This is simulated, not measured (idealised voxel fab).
You're looking at the process module voxel air gaps.
Cross-section cut spans 195 nm and uses square cells 5 nm in size.
Each cross-section below is a grid of square cells, stated as bands in top-down order, with one or more rows of cells making up each band. Heads up on the band format: heights come first, top then bottom, in nm. After that it's the materials left to right, each with its width in nm. A single material flagged "all across" fills the whole band edge to edge, and "empty" means there's empty space there. Note: height 0 marks the level under which the wafer is uniformly one material as received. Lowest band unbounded below, written "0 and below". The width entry "30->40" should be interpreted row by row: the top row of cells in the band takes the first number, the bottom row takes the second number, and the change between adjacent rows is uniform throughout. Where the words "no change" appear for a step, the cross-section shows no cell changed by that step; every cell remained as before. Empty spaces counting at least 8 cells and having no open way to the top are listed in "Enclosed void entries". The notation width x height at distance is used for each, the distance being from the left edge and all three values in nm. Text after the settings on a step's line: the simulator's own remark on that step. overlay nm, on a step with a mask: how far to the right of its planned place the mask lay; to the left if negative.

These are the steps we planned for the process
- 1: op RECEIVE | material Si
- 2: op CONFORMAL_DEP | material SiO2 | thk nm 10
- 3: op CONFORMAL_DEP | material SiN | thk nm 5
- 4: op DIRECTIONAL_DEP | material lowk | thk nm 35
- 5: op DIRECTIONAL_DEP | material aC | thk nm 15
- 6: op PATTERN | tone open | mask id LINES | material resist | width nm 15 | pitch nm 45 | thk nm 30 | overlay nm 0
- 7: op DIRECTIONAL_ETCH | etch materials aC | depth nm 15
- 8: op STRIP | etch materials resist
- 9: op DIRECTIONAL_ETCH | etch materials lowk | depth nm 35
- 10: op STRIP | etch materials aC
- 11: op CONFORMAL_DEP | material TiN | thk nm 5
- 12: op FILL_DEP | material Cu | thk nm 5
- 13: op CMP | height nm 50
- 14: op EPI | material Ru | thk nm 10
- 15: op SELECTIVE_ETCH | etch materials lowk | depth nm 45
- 16: op CONFORMAL_DEP | material SiN | thk nm 5

Cross-section, incoming material, after step 1
- 0 and below: Si all across
- Enclosed void entries: none

Below is the wafer in cross-section after the module was completed. It began from the starting point shown above and followed the plan shown above, except that one mistake was made while running it
- 65 down to 60: 30 of empty | 135 of lowk | 30 of empty
- 60 down to 50: 30 of empty | 5 of lowk | 35 of Ru | 10 of lowk | 35 of Ru | 10 of lowk | 35 of Ru | 5 of lowk | 30 of empty
- 50 down to 45: 30 of empty | 15 of lowk | 5 of TiN | 5 of Cu | 5 of TiN | 30 of lowk | 5 of TiN | 5 of Cu | 5 of TiN | 30 of lowk | 5 of TiN | 5 of Cu | 5 of TiN | 15 of lowk | 30 of empty
- 45 down to 20: 40 of empty | 5 of lowk | 5 of TiN | 5 of Cu | 5 of TiN | 5 of lowk | 20 of empty | 5 of lowk | 5 of TiN | 5 of Cu | 5 of TiN | 5 of lowk | 20 of empty | 5 of lowk | 5 of TiN | 5 of Cu | 5 of TiN | 5 of lowk | 40 of empty
- 20 down to 15: 45 of lowk | 15 of TiN | 30 of lowk | 15 of TiN | 30 of lowk | 15 of TiN | 45 of lowk
- 15 down to 10: SiN all across
- 10 down to 0: SiO2 all across
- 0 and below: Si all across
- Enclosed void entries: 20 x 25 at 65; 20 x 25 at 110
Misprocessing identified: step 16 was run on a setting that differed from the plan, and what really ran there is op CONFORMAL_DEP | material lowk | thk nm 5
